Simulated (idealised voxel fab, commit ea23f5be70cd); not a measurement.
Process module name: voxel transistor to metal
In the cross-section labelled cut, the width is 175 nm and each square cell is 5 nm.
We lay out every cross-section as a grid of square cells and spell it out in bands from the top down, where one band means one or more rows of cells.
Within each band entry, the heights of the top and of the bottom of the band appear first, in that order and in nm; the materials of the band then follow from left to right, each with its corresponding width in nm. The designation "everywhere" on a single material indicates that it fills the band from edge to edge; the designation "empty" indicates empty space.
Heights are measured from 0, the level below which the as-received wafer is all one material; the lowest band has no bottom and continues downward, written as in "0 nm and below".
Quick explanation for "30..40": the width changes in equal steps down the rows of cells, from the first number in the band's top row to the second number in its bottom row.
Take "remained unchanged" at face value: in the step it is given for, the cross-section changed in none of its cells.
"Fully sealed voids" specifies each empty space that is not open to the top and that occupies no fewer than 8 cells, using the form width x height at distance, the distance measured from the left edge and all three quantities in nm.
On each step's line, the part that comes after the settings is the simulator's own comment on the step.
overlay nm: right-of-plan distance of the mask on a masked step; negative values mean left-of-plan.

## The following list gives the planned process steps
step 1: RECEIVE | material Si
step 2: OXIDIZE | depth nm 5
step 3: CONFORMAL_DEP | material SiN | thk nm 10
step 4: MASKED_ETCH | tone cover | mask id ACTIVE | width nm 110 | etch materials SiN | depth nm 10 | overlay nm 0
step 5: MASKED_ETCH | tone cover | mask id ACTIVE | width nm 110 | etch materials SiO2 | depth nm 5 | overlay nm 0
step 6: MASKED_ETCH | tone cover | mask id ACTIVE | width nm 110 | etch materials Si | depth nm 25 | overlay nm 0
step 7: OXIDIZE | depth nm 5
step 8: FILL_DEP | material SiO2 | thk nm 5
step 9: CMP | height nm 10
step 10: SELECTIVE_ETCH | etch materials SiO2 | depth nm 5
step 11: STRIP | etch materials SiN
step 12: SELECTIVE_ETCH | etch materials SiO2 | depth nm 5
step 13: OXIDIZE | depth nm 5
step 14: DIRECTIONAL_DEP | material polySi | thk nm 25
step 15: DIRECTIONAL_DEP | material SiCN | thk nm 15
step 16: MASKED_ETCH | tone cover | mask id GATE | width nm 30 | etch materials SiCN | depth nm 25 | overlay nm 0
step 17: MASKED_ETCH | tone cover | mask id GATE | width nm 30 | etch materials polySi | depth nm 35 | overlay nm 0
step 18: CONFORMAL_DEP | material SiO2 | thk nm 5
step 19: DIRECTIONAL_ETCH | etch materials SiO2 | depth nm 5
step 20: CONFORMAL_DEP | material SiN | thk nm 5
step 21: DIRECTIONAL_ETCH | etch materials SiN | depth nm 5
step 22: DIRECTIONAL_ETCH | etch materials SiO2 | depth nm 5
step 23: DIRECTIONAL_ETCH | etch materials Si | depth nm 10
step 24: EPI | material nSi | thk nm 10
step 25: FILL_DEP | material SiO2 | thk nm 10
step 26: CMP | height nm 20
step 27: STRIP | etch materials polySi
step 28: SELECTIVE_ETCH | etch materials SiO2 | depth nm 5
step 29: CONFORMAL_DEP | material HfO2 | thk nm 5
step 30: CONFORMAL_DEP | material TiN | thk nm 5
step 31: FILL_DEP | material W | thk nm 10
step 32: CMP | height nm 15
step 33: DIRECTIONAL_DEP | material SiO2 | thk nm 10
step 34: DIRECTIONAL_DEP | material aC | thk nm 15
step 35: PATTERN | tone open | mask id CONTACT | material resist | width nm 15 | pitch nm 75 | thk nm 35 | overlay nm 0
step 36: DIRECTIONAL_ETCH | etch materials aC | depth nm 15
step 37: STRIP | etch materials resist
step 38: DIRECTIONAL_ETCH | etch materials SiO2 | depth nm 35
step 39: STRIP | etch materials aC
step 40: CONFORMAL_DEP | material TiN | thk nm 5
step 41: FILL_DEP | material Ru | thk nm 5
step 42: CMP | height nm 25
step 43: DIRECTIONAL_DEP | material TiN | thk nm 5
step 44: DIRECTIONAL_DEP | material W | thk nm 25
step 45: DIRECTIONAL_DEP | material aC | thk nm 10
step 46: PATTERN | tone cover | mask id METAL_1 | material resist | width nm 15 | pitch nm 75 | thk nm 25 | overlay nm 0
step 47: DIRECTIONAL_ETCH | etch materials aC | depth nm 10
step 48: STRIP | etch materials resist
step 49: DIRECTIONAL_ETCH | etch materials W | depth nm 25
step 50: DIRECTIONAL_ETCH | etch materials TiN | depth nm 5
step 51: STRIP | etch materials aC
step 52: CONFORMAL_DEP | material SiCN | thk nm 5
step 53: FILL_DEP | material lowk | thk nm 5
step 54: CMP | height nm 55
step 55: CONFORMAL_DEP | material SiCN | thk nm 5

## Incoming wafer, cross-sectional view, post step 1
0 nm and below | Si everywhere
Fully sealed voids: none

## Cross-section: first of two wafers, module finished, run according to plan
60 nm to 55 nm | SiCN everywhere
55 nm to 30 nm | 35 nm lowk | 5 nm SiCN | 15 nm W | 5 nm SiCN | 50 nm lowk | 5 nm SiCN | 15 nm W | 5 nm SiCN | 40 nm lowk
30 nm to 25 nm | 40 nm SiCN | 15 nm TiN | 60 nm SiCN | 15 nm TiN | 45 nm SiCN
25 nm to 15 nm | 40 nm SiO2 | 5 nm TiN | 5 nm Ru | 5 nm TiN | 60 nm SiO2 | 5 nm TiN | 5 nm Ru | 5 nm TiN | 45 nm SiO2
15 nm to 5 nm | 40 nm SiO2 | 5 nm TiN | 5 nm Ru | 5 nm TiN | 5 nm SiO2 | 5 nm SiN | 5 nm HfO2 | 5 nm TiN | 20 nm W | 5 nm TiN | 5 nm HfO2 | 5 nm SiN | 5 nm SiO2 | 5 nm TiN | 5 nm Ru | 5 nm TiN | 45 nm SiO2
5 nm to 0 nm | 40 nm SiO2 | 15 nm TiN | 5 nm SiO2 | 5 nm SiN | 5 nm HfO2 | 5 nm TiN | 20 nm W | 5 nm TiN | 5 nm HfO2 | 5 nm SiN | 5 nm SiO2 | 15 nm TiN | 45 nm SiO2
0 nm to -5 nm | 30 nm SiO2 | 5 nm SiN | 5 nm SiO2 | 10 nm TiN | 10 nm nSi | 5 nm SiN | 5 nm HfO2 | 30 nm TiN | 5 nm HfO2 | 5 nm SiN | 10 nm nSi | 10 nm TiN | 5 nm SiO2 | 5 nm SiN | 35 nm SiO2
-5 nm to -10 nm | 40 nm SiO2 | 10 nm TiN | 10 nm nSi | 5 nm SiO2 | 40 nm HfO2 | 5 nm SiO2 | 10 nm nSi | 10 nm TiN | 45 nm SiO2
-10 nm to -20 nm | 35 nm SiO2 | 25 nm nSi | 50 nm Si | 25 nm nSi | 40 nm SiO2
-20 nm to -35 nm | 35 nm SiO2 | 100 nm Si | 40 nm SiO2
-35 nm and below | Si everywhere
Fully sealed voids: none

## So this is wafer number two of the two, cut at the end of the module - it started where the first did and had the same plan, we just got one thing wrong running it
60 nm to 55 nm | SiCN everywhere
55 nm to 30 nm | 40 nm W | 5 nm SiCN | 5 nm lowk | 5 nm SiCN | 60 nm W | 5 nm SiCN | 5 nm lowk | 5 nm SiCN | 45 nm W
30 nm to 25 nm | 40 nm TiN | 15 nm SiCN | 60 nm TiN | 15 nm SiCN | 45 nm TiN
25 nm to 15 nm | 40 nm SiO2 | 5 nm TiN | 5 nm Ru | 5 nm TiN | 60 nm SiO2 | 5 nm TiN | 5 nm Ru | 5 nm TiN | 45 nm SiO2
15 nm to 5 nm | 40 nm SiO2 | 5 nm TiN | 5 nm Ru | 5 nm TiN | 5 nm SiO2 | 5 nm SiN | 5 nm HfO2 | 5 nm TiN | 20 nm W | 5 nm TiN | 5 nm HfO2 | 5 nm SiN | 5 nm SiO2 | 5 nm TiN | 5 nm Ru | 5 nm TiN | 45 nm SiO2
5 nm to 0 nm | 40 nm SiO2 | 15 nm TiN | 5 nm SiO2 | 5 nm SiN | 5 nm HfO2 | 5 nm TiN | 20 nm W | 5 nm TiN | 5 nm HfO2 | 5 nm SiN | 5 nm SiO2 | 15 nm TiN | 45 nm SiO2
0 nm to -5 nm | 30 nm SiO2 | 5 nm SiN | 5 nm SiO2 | 10 nm TiN | 10 nm nSi | 5 nm SiN | 5 nm HfO2 | 30 nm TiN | 5 nm HfO2 | 5 nm SiN | 10 nm nSi | 10 nm TiN | 5 nm SiO2 | 5 nm SiN | 35 nm SiO2
-5 nm to -10 nm | 40 nm SiO2 | 10 nm TiN | 10 nm nSi | 5 nm SiO2 | 40 nm HfO2 | 5 nm SiO2 | 10 nm nSi | 10 nm TiN | 45 nm SiO2
-10 nm to -20 nm | 35 nm SiO2 | 25 nm nSi | 50 nm Si | 25 nm nSi | 40 nm SiO2
-20 nm to -35 nm | 35 nm SiO2 | 100 nm Si | 40 nm SiO2
-35 nm and below | Si everywhere
Fully sealed voids: none
Deviation noted in wafer processing: off-plan run, step 46, actual operation and settings PATTERN | tone open | mask id METAL_1 | material resist | width nm 15 | pitch nm 75 | thk nm 25 | overlay nm 0
Count the cells at the end and the second wafer has more or fewer of some materials than the first: SiCN: 23 fewer; TiN: 23 more; W: 115 more; lowk: 115 fewer
